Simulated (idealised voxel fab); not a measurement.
Presented below is a process module, voxel released beams.
Section cut is 225 nm wide and gridded with 5 nm square cells.
Cross-section = grid of square cells, listed top down in bands; band = one or more rows.
Within each band entry, the heights of the top and of the bottom of the band appear first, in that order and in nm; the materials of the band then follow from left to right, each with its corresponding width in nm. The designation "everywhere" on a single material indicates that it fills the band from edge to edge; the designation "air" indicates empty space.
Heights are expressed relative to 0, this being the level below which the as-received wafer comprises one material exclusively. The lowest band is unbounded in the downward direction and is denoted as in "from 0 down".
The two numbers in a width such as "30->40" mark its ends across the band: the first belongs to the top row of cells, the second to the bottom row, and from each row to the next the width moves by the same amount.
For the purposes of this document, the phrase "remained unchanged" attached to a step denotes that no cell within the cross-section was modified by that step.
"Voids, sealed": sealed empty spaces, 8 cells or more, no open way to top, listed width x height at distance, with distance from the left edge and width, height and distance in nm.
If you see something after the settings on a step's line, that's the simulator's own remark about that step.
The line of a step may include "overlay nm". On a step with a mask, this value is how far to the right of its planned place the mask lay. A negative value means the mask lay to the left.
# The process steps that were planned are listed below
1 RECEIVE: material Si
2 CONFORMAL_DEP: material Al2O3, thk nm 5
3 DIRECTIONAL_DEP: material SiO2, thk nm 15
4 DIRECTIONAL_DEP: material aC, thk nm 10
5 PATTERN: tone open, mask id ANCHOR, material resist, width nm 30, thk nm 25, overlay nm 0
6 DIRECTIONAL_ETCH: etch materials aC, depth nm 10
7 STRIP: etch materials resist
8 DIRECTIONAL_ETCH: etch materials SiO2, depth nm 15
9 STRIP: etch materials aC
10 CONFORMAL_DEP: material W, thk nm 10
11 DIRECTIONAL_DEP: material aC, thk nm 15
12 PATTERN: tone cover, mask id BEAM, material resist, width nm 95, thk nm 30, overlay nm 0
13 DIRECTIONAL_ETCH: etch materials aC, depth nm 15
14 STRIP: etch materials resist
15 DIRECTIONAL_ETCH: etch materials W, depth nm 10
16 STRIP: etch materials aC
17 STRIP: etch materials SiO2
# Run as planned: first of two wafers
# Wafer as received: cross-section following step 1
  from 0 down  Si everywhere
  Voids, sealed: none
# Cross-section: wafer state after step 2
  from 5 to 0  Al2O3 everywhere
  Below 0 it's all the same as before, nothing changed down there.
# Cross-section: wafer state after step 3
  from 20 to 5  SiO2 everywhere
  Below 5 it's all the same as before, nothing changed down there.
# Cross-section: wafer state after step 4
  from 30 to 20  aC everywhere
  Below 20 it's all the same as before, nothing changed down there.
# Cross-section: wafer state after step 5
  from 55 to 30  resist 65  air 30  resist 130
  Below 30 it's all the same as before, nothing changed down there.
# Cross-section: wafer state after step 6
  from 45 to 30  resist 65  air 30  resist 130
  from 30 to 20  aC 65  air 30  aC 130
  Below 20 it's all the same as before, nothing changed down there.
# Cross-section: wafer state after step 7
  from 30 to 20  aC 65  air 30  aC 130
  Below 20 it's all the same as before, nothing changed down there.
# Cross-section: wafer state after step 8
  from 30 to 20  aC 65  air 30  aC 130
  from 20 to 5  SiO2 65  air 30  SiO2 130
  Below 5 it's all the same as before, nothing changed down there.
# Cross-section: wafer state after step 9
  from 20 to 5  SiO2 65  air 30  SiO2 130
  Below 5 it's all the same as before, nothing changed down there.
# Cross-section: wafer state after step 10
  from 30 to 20  W 75  air 10  W 140
  from 20 to 15  SiO2 65  W 10  air 10  W 10  SiO2 130
  from 15 to 5  SiO2 65  W 30  SiO2 130
  Below 5 it's all the same as before, nothing changed down there.
# Cross-section: wafer state after step 11
  from 45 to 30  aC 75  air 10  aC 140
  from 30 to 20  W 75  aC 10  W 140
  from 20 to 15  SiO2 65  W 10  aC 10  W 10  SiO2 130
  Below 15 it's all the same as before, nothing changed down there.
# Cross-section: wafer state after step 12
  from 75 to 45  air 60  resist 95  air 70
  from 45 to 30  aC 75  resist 10  aC 140
  Below 30 it's all the same as before, nothing changed down there.
# Cross-section: wafer state after step 13
  from 60 to 45  air 60  resist 95  air 70
  from 45 to 30  air 60  aC 15  resist 10  aC 70  air 70
  Below 30 it's all the same as before, nothing changed down there.
# Cross-section: wafer state after step 14
  from 45 to 30  air 60  aC 15  air 10  aC 70  air 70
  Below 30 it's all the same as before, nothing changed down there.
# Cross-section: wafer state after step 15
  from 45 to 30  air 60  aC 15  air 10  aC 70  air 70
  from 30 to 20  air 60  W 15  aC 10  W 70  air 70
  Below 20 it's all the same as before, nothing changed down there.
# Cross-section: wafer state after step 16
  from 30 to 20  air 60  W 15  air 10  W 70  air 70
  from 20 to 15  SiO2 65  W 10  air 10  W 10  SiO2 130
  Below 15 it's all the same as before, nothing changed down there.
# Cross-section: wafer state after step 17
  from 30 to 20  air 60  W 15  air 10  W 70  air 70
  from 20 to 15  air 65  W 10  air 10  W 10  air 130
  from 15 to 5  air 65  W 30  air 130
  Below 5 it's all the same as before, nothing changed down there.
# Okay, second wafer. Nothing different at the start, nothing different in the plan, just one mistake somewhere in the running. As far as step 4, counting that step, it's the first wafer all over again
# Second wafer: cross-section at the scheduled end of step 5
  from 55 to 30  air 65  resist 30  air 130
  Below 30 it's all the same as before, nothing changed down there.
# Second wafer: cross-section at the scheduled end of step 6
  from 45 to 30  air 65  resist 30  air 130
  from 30 to 20  air 65  aC 30  air 130
  Below 20 it's all the same as before, nothing changed down there.
# Second wafer: cross-section at the scheduled end of step 7
  from 30 to 20  air 65  aC 30  air 130
  Below 20 it's all the same as before, nothing changed down there.
# Second wafer: cross-section at the scheduled end of step 8
  from 30 to 20  air 65  aC 30  air 130
  from 20 to 5  air 65  SiO2 30  air 130
  Below 5 it's all the same as before, nothing changed down there.
# Second wafer: cross-section at the scheduled end of step 9
  from 20 to 5  air 65  SiO2 30  air 130
  Below 5 it's all the same as before, nothing changed down there.
# Second wafer: cross-section at the scheduled end of step 10
  from 30 to 20  air 55  W 50  air 120
  from 20 to 15  air 55  W 10  SiO2 30  W 10  air 120
  from 15 to 5  W 65  SiO2 30  W 130
  Below 5 it's all the same as before, nothing changed down there.
# Second wafer: cross-section at the scheduled end of step 11
  from 45 to 30  air 55  aC 50  air 120
  from 30 to 20  aC 55  W 50  aC 120
  from 20 to 15  aC 55  W 10  SiO2 30  W 10  aC 120
  Below 15 it's all the same as before, nothing changed down there.
# Second wafer: cross-section at the scheduled end of step 12
  from 75 to 45  air 60  resist 95  air 70
  from 45 to 30  air 55  aC 50  resist 50  air 70
  Below 30 it's all the same as before, nothing changed down there.
# Second wafer: cross-section at the scheduled end of step 13
  from 60 to 45  air 60  resist 95  air 70
  from 45 to 30  air 60  aC 45  resist 50  air 70
  from 30 to 20  air 55  W 50  aC 50  air 70
  from 20 to 15  air 55  W 10  SiO2 30  W 10  aC 50  air 70
  Below 15 it's all the same as before, nothing changed down there.
# Second wafer: cross-section at the scheduled end of step 14
  from 45 to 30  air 60  aC 45  air 120
  Below 30 it's all the same as before, nothing changed down there.
# Second wafer: cross-section at the scheduled end of step 15
  from 45 to 30  air 60  aC 45  air 120
  from 30 to 20  air 60  W 45  aC 50  air 70
  from 20 to 15  air 55  W 10  SiO2 30  W 10  aC 50  air 70
  from 15 to 5  air 55  W 10  SiO2 30  W 60  air 70
  Below 5 it's all the same as before, nothing changed down there.
# Second wafer: cross-section at the scheduled end of step 16
  from 30 to 20  air 60  W 45  air 120
  from 20 to 15  air 55  W 10  SiO2 30  W 10  air 120
  Below 15 it's all the same as before, nothing changed down there.
Second wafer: cross-section at the scheduled end of step 17: remained unchanged
In executing the process, a mistake was made relative to the plan: step 5 off recipe, ran as PATTERN: tone cover, mask id ANCHOR, material resist, width nm 30, thk nm 25, overlay nm 0
Final comparison by cell count, materials where the second wafer has more or fewer than the first: +18 SiO2
